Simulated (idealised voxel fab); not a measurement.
You're looking at the process module voxel tone inversion.
Square cells of 5 nm make up the cross-section cut, whose width is 140 nm.
This document writes a cross-section as a grid whose cells are square, and gives it as bands, listed from the top down; one or more rows of cells form a band. It is stipulated that each band's entry specify, in nanometres, the height of the top of the band and then that of its bottom, followed by the materials of the band in left-to-right sequence, each together with its width in nanometres. A single material marked by the word "edge to edge" is understood to fill the band from edge to edge; the word "blank" is understood to denote empty space. A quick word on heights: they are counted from 0, and under that level the wafer as it came to us is one material throughout. The lowest band is different from the rest in having no bottom; it simply continues downward, written as in "top 0, no bottom". Graded width ("30 to 40"): value in top row of band = first number; value in bottom row = second number; row-to-row change constant. "nothing was modified" means the step left every cell of the cross-section as it was. Reported under the label "Closed void inventory" are the empty spaces having no open way to the top and comprising 8 cells or more; the notation for each is width x height at distance, in which the distance is measured from the left edge and all three values are in nm. On a step's line, text after the settings is the simulator commenting on that step. "overlay nm" answers the question of how far to the right of plan the mask lay on a step that has a mask, and when it is negative the answer is to the left. Pairs ahead. Before: cross-section ahead of one process step. After: cross-section once the step is done, shown to the lowest changed band only. Under each pair: that step, with settings. Caution: pairs may come from different runs of this module on the same starting wafer; a pair follows the pair above only where its "Before-step section" entry says so.
Before-step section
	top 0, no bottom | Si edge to edge
	Closed void inventory: none
Resulting Structure
	top 10, bottom 0 | SiCN edge to edge
	Anything lower than 0 is untouched.
	Closed void inventory: none
What was done to get from the upper cross-section to the lower one? op CONFORMAL_DEP | material SiCN | thk nm 10
Before-step section: unchanged from the after cross-section in the pair immediately above; refer to that figure.
Resulting Structure
	top 25, bottom 10 | aC edge to edge
	Anything lower than 10 is untouched.
	Closed void inventory: none
What was done to get from the upper cross-section to the lower one? op DIRECTIONAL_DEP | material aC | thk nm 15
Before-step section: unchanged from the after cross-section in the pair immediately above; refer to that figure.
Resulting Structure
	top 50, bottom 25 | blank 45, then resist 15, then blank 15, then resist 15, then blank 50
	Anything lower than 25 is untouched.
	Closed void inventory: none
What was done to get from the upper cross-section to the lower one? op PATTERN | tone cover | mask id POSTS | material resist | width nm 15 | pitch nm 30 | thk nm 25 | overlay nm 0
Before-step section: unchanged from the after cross-section in the pair immediately above; refer to that figure.
Resulting Structure
	top 35, bottom 25 | blank 45, then resist 15, then blank 15, then resist 15, then blank 50
	top 25, bottom 10 | blank 45, then aC 15, then blank 15, then aC 15, then blank 50
	Anything lower than 10 is untouched.
	Closed void inventory: none
What was done to get from the upper cross-section to the lower one? op DIRECTIONAL_ETCH | etch materials aC | depth nm 15
Before-step section: unchanged from the after cross-section in the pair immediately above; refer to that figure.
Resulting Structure
	top 25, bottom 10 | blank 45, then aC 15, then blank 15, then aC 15, then blank 50
	Anything lower than 10 is untouched.
	Closed void inventory: none
What was done to get from the upper cross-section to the lower one? op STRIP | etch materials resist
Before-step section: unchanged from the after cross-section in the pair immediately above; refer to that figure.
Resulting Structure
	top 35, bottom 25 | lowk edge to edge
	top 25, bottom 10 | lowk 45, then aC 15, then lowk 15, then aC 15, then lowk 50
	Anything lower than 10 is untouched.
	Closed void inventory: none
What was done to get from the upper cross-section to the lower one? op FILL_DEP | material lowk | thk nm 10
Before-step section: unchanged from the after cross-section in the pair immediately above; refer to that figure.
Resulting Structure
	top 25, bottom 10 | lowk 45, then aC 15, then lowk 15, then aC 15, then lowk 50
	Anything lower than 10 is untouched.
	Closed void inventory: none
What was done to get from the upper cross-section to the lower one? op CMP | height nm 25
Before-step section: unchanged from the after cross-section in the pair immediately above; refer to that figure.
Resulting Structure
	top 25, bottom 10 | lowk 45, then blank 15, then lowk 15, then blank 15, then lowk 50
	Anything lower than 10 is untouched.
	Closed void inventory: none
What was done to get from the upper cross-section to the lower one? op STRIP | etch materials aC
Before-step section
	top 0, no bottom | Si edge to edge
	Closed void inventory: none
Resulting Structure
	top 15, bottom 0 | aC edge to edge
	Anything lower than 0 is untouched.
	Closed void inventory: none
What was done to get from the upper cross-section to the lower one? op DIRECTIONAL_DEP | material aC | thk nm 15
Before-step section: unchanged from the after cross-section in the pair immediately above; refer to that figure.
Resulting Structure
	top 40, bottom 15 | blank 45, then resist 15, then blank 15, then resist 15, then blank 50
	Anything lower than 15 is untouched.
	Closed void inventory: none
What was done to get from the upper cross-section to the lower one? op PATTERN | tone cover | mask id POSTS | material resist | width nm 15 | pitch nm 30 | thk nm 25 | overlay nm 0
Before-step section: unchanged from the after cross-section in the pair immediately above; refer to that figure.
Resulting Structure
	top 25, bottom 15 | blank 45, then resist 15, then blank 15, then resist 15, then blank 50
	top 15, bottom 0 | blank 45, then aC 15, then blank 15, then aC 15, then blank 50
	Anything lower than 0 is untouched.
	Closed void inventory: none
What was done to get from the upper cross-section to the lower one? op DIRECTIONAL_ETCH | etch materials aC | depth nm 15
Before-step section: unchanged from the after cross-section in the pair immediately above; refer to that figure.
Resulting Structure
	top 15, bottom 0 | blank 45, then aC 15, then blank 15, then aC 15, then blank 50
	Anything lower than 0 is untouched.
	Closed void inventory: none
What was done to get from the upper cross-section to the lower one? op STRIP | etch materials resist
Before-step section: unchanged from the after cross-section in the pair immediately above; refer to that figure.
Resulting Structure
	top 25, bottom 15 | lowk edge to edge
	top 15, bottom 0 | lowk 45, then aC 15, then lowk 15, then aC 15, then lowk 50
	Anything lower than 0 is untouched.
	Closed void inventory: none
What was done to get from the upper cross-section to the lower one? op FILL_DEP | material lowk | thk nm 10
Before-step section
	top 15, bottom 0 | aC edge to edge
	top 0, no bottom | Si edge to edge
	Closed void inventory: none
Resulting Structure
	top 25, bottom 15 | SiCN edge to edge
	Anything lower than 15 is untouched.
	Closed void inventory: none
What was done to get from the upper cross-section to the lower one? op CONFORMAL_DEP | material SiCN | thk nm 10
Before-step section: unchanged from the after cross-section in the pair immediately above; refer to that figure.
Resulting Structure
	top 50, bottom 25 | blank 45, then resist 15, then blank 15, then resist 15, then blank 50
	Anything lower than 25 is untouched.
	Closed void inventory: none
What was done to get from the upper cross-section to the lower one? op PATTERN | tone cover | mask id POSTS | material resist | width nm 15 | pitch nm 30 | thk nm 25 | overlay nm 0
Before-step section: unchanged from the after cross-section in the pair immediately above; refer to that figure.
Resulting Structure
	top 35, bottom 25 | blank 45, then resist 15, then blank 15, then resist 15, then blank 50
	Anything lower than 25 is untouched.
	Closed void inventory: none
What was done to get from the upper cross-section to the lower one? op DIRECTIONAL_ETCH | etch materials aC | depth nm 15
Before-step section: unchanged from the after cross-section in the pair immediately above; refer to that figure.
Resulting Structure
	top 25, bottom 15 | SiCN edge to edge
	Anything lower than 15 is untouched.
	Closed void inventory: none
What was done to get from the upper cross-section to the lower one? op STRIP | etch materials resist
Before-step section: unchanged from the after cross-section in the pair immediately above; refer to that figure.
Resulting Structure
	top 35, bottom 25 | lowk edge to edge
	Anything lower than 25 is untouched.
	Closed void inventory: none
What was done to get from the upper cross-section to the lower one? op FILL_DEP | material lowk | thk nm 10
Before-step section: unchanged from the after cross-section in the pair immediately above; refer to that figure.
Resulting Structure
	top 25, bottom 15 | SiCN edge to edge
	Anything lower than 15 is untouched.
	Closed void inventory: none
What was done to get from the upper cross-section to the lower one? op CMP | height nm 25
Before-step section
	top 35, bottom 25 | lowk edge to edge
	top 25, bottom 10 | lowk 45, then aC 15, then lowk 15, then aC 15, then lowk 50
	top 10, bottom 0 | SiCN edge to edge
	top 0, no bottom | Si edge to edge
	Closed void inventory: none
Resulting Structure
	top 15, bottom 10 | lowk 45, then aC 15, then lowk 15, then aC 15, then lowk 50
	Anything lower than 10 is untouched.
	Closed void inventory: none
What was done to get from the upper cross-section to the lower one? op CMP | height nm 15
Before-step section: unchanged from the after cross-section in the pair immediately above; refer to that figure.
Resulting Structure
	top 15, bottom 10 | lowk 45, then blank 15, then lowk 15, then blank 15, then lowk 50
	Anything lower than 10 is untouched.
	Closed void inventory: none
What was done to get from the upper cross-section to the lower one? op STRIP | etch materials aC
Before-step section
	top 25, bottom 10 | aC edge to edge
	top 10, bottom 0 | SiCN edge to edge
	top 0, no bottom | Si edge to edge
	Closed void inventory: none
Resulting Structure
	top 50, bottom 25 | blank 35, then resist 15, then blank 15, then resist 15, then blank 60
	Anything lower than 25 is untouched.
	Closed void inventory: none
What was done to get from the upper cross-section to the lower one? op PATTERN | tone cover | mask id POSTS | material resist | width nm 15 | pitch nm 30 | thk nm 25 | overlay nm -10
Before-step section: unchanged from the after cross-section in the pair immediately above; refer to that figure.
Resulting Structure
	top 35, bottom 25 | blank 35, then resist 15, then blank 15, then resist 15, then blank 60
	top 25, bottom 10 | blank 35, then aC 15, then blank 15, then aC 15, then blank 60
	Anything lower than 10 is untouched.
	Closed void inventory: none
What was done to get from the upper cross-section to the lower one? op DIRECTIONAL_ETCH | etch materials aC | depth nm 15
Before-step section: unchanged from the after cross-section in the pair immediately above; refer to that figure.
Resulting Structure
	top 25, bottom 10 | blank 35, then aC 15, then blank 15, then aC 15, then blank 60
	Anything lower than 10 is untouched.
	Closed void inventory: none
What was done to get from the upper cross-section to the lower one? op STRIP | etch materials resist
Before-step section: unchanged from the after cross-section in the pair immediately above; refer to that figure.
Resulting Structure
	top 35, bottom 25 | lowk edge to edge
	top 25, bottom 10 | lowk 35, then aC 15, then lowk 15, then aC 15, then lowk 60
	Anything lower than 10 is untouched.
	Closed void inventory: none
What was done to get from the upper cross-section to the lower one? op FILL_DEP | material lowk | thk nm 10
Before-step section: unchanged from the after cross-section in the pair immediately above; refer to that figure.
Resulting Structure
	top 25, bottom 10 | lowk 35, then aC 15, then lowk 15, then aC 15, then lowk 60
	Anything lower than 10 is untouched.
	Closed void inventory: none
What was done to get from the upper cross-section to the lower one? op CMP | height nm 25
Before-step section: unchanged from the after cross-section in the pair immediately above; refer to that figure.
Resulting Structure
	top 25, bottom 10 | lowk 35, then blank 15, then lowk 15, then blank 15, then lowk 60
	Anything lower than 10 is untouched.
	Closed void inventory: none
What was done to get from the upper cross-section to the lower one? op STRIP | etch materials aC
Before-step section
	top 25, bottom 10 | blank 45, then aC 15, then blank 15, then aC 15, then blank 50
	top 10, bottom 0 | SiCN edge to edge
	top 0, no bottom | Si edge to edge
	Closed void inventory: none
Resulting Structure
	top 35, bottom 25 | SiCN edge to edge
	top 25, bottom 10 | SiCN 45, then aC 15, then SiCN 15, then aC 15, then SiCN 50
	Anything lower than 10 is untouched.
	Closed void inventory: none
What was done to get from the upper cross-section to the lower one? op FILL_DEP | material SiCN | thk nm 10
Before-step section: unchanged from the after cross-section in the pair immediately above; refer to that figure.
Resulting Structure
	top 25, bottom 10 | SiCN 45, then aC 15, then SiCN 15, then aC 15, then SiCN 50
	Anything lower than 10 is untouched.
	Closed void inventory: none
What was done to get from the upper cross-section to the lower one? op CMP | height nm 25
Before-step section: unchanged from the after cross-section in the pair immediately above; refer to that figure.
Resulting Structure
	top 25, bottom 10 | SiCN 45, then blank 15, then SiCN 15, then blank 15, then SiCN 50
	Anything lower than 10 is untouched.
	Closed void inventory: none
What was done to get from the upper cross-section to the lower one? op STRIP | etch materials aC
Before-step section
	top 25, bottom 10 | aC edge to edge
	top 10, bottom 0 | SiCN edge to edge
	top 0, no bottom | Si edge to edge
	Closed void inventory: none
Resulting Structure
	top 50, bottom 25 | resist 45, then blank 15, then resist 15, then blank 15, then resist 50
	Anything lower than 25 is untouched.
	Closed void inventory: none
What was done to get from the upper cross-section to the lower one? op PATTERN | tone open | mask id POSTS | material resist | width nm 15 | pitch nm 30 | thk nm 25 | overlay nm 0
Before-step section: unchanged from the after cross-section in the pair immediately above; refer to that figure.
Resulting Structure
	top 35, bottom 25 | resist 45, then blank 15, then resist 15, then blank 15, then resist 50
	top 25, bottom 10 | aC 45, then blank 15, then aC 15, then blank 15, then aC 50
	Anything lower than 10 is untouched.
	Closed void inventory: none
What was done to get from the upper cross-section to the lower one? op DIRECTIONAL_ETCH | etch materials aC | depth nm 15
Before-step section: unchanged from the after cross-section in the pair immediately above; refer to that figure.
Resulting Structure
	top 25, bottom 10 | aC 45, then blank 15, then aC 15, then blank 15, then aC 50
	Anything lower than 10 is untouched.
	Closed void inventory: none
What was done to get from the upper cross-section to the lower one? op STRIP | etch materials resist
Before-step section: unchanged from the after cross-section in the pair immediately above; refer to that figure.
Resulting Structure
	top 35, bottom 25 | lowk edge to edge
	top 25, bottom 10 | aC 45, then lowk 15, then aC 15, then lowk 15, then aC 50
	Anything lower than 10 is untouched.
	Closed void inventory: none
What was done to get from the upper cross-section to the lower one? op FILL_DEP | material lowk | thk nm 10
Before-step section: unchanged from the after cross-section in the pair immediately above; refer to that figure.
Resulting Structure
	top 25, bottom 10 | aC 45, then lowk 15, then aC 15, then lowk 15, then aC 50
	Anything lower than 10 is untouched.
	Closed void inventory: none
What was done to get from the upper cross-section to the lower one? op CMP | height nm 25
Before-step section: unchanged from the after cross-section in the pair immediately above; refer to that figure.
Resulting Structure
	top 25, bottom 10 | blank 45, then lowk 15, then blank 15, then lowk 15, then blank 50
	Anything lower than 10 is untouched.
	Closed void inventory: none
What was done to get from the upper cross-section to the lower one? op STRIP | etch materials aC
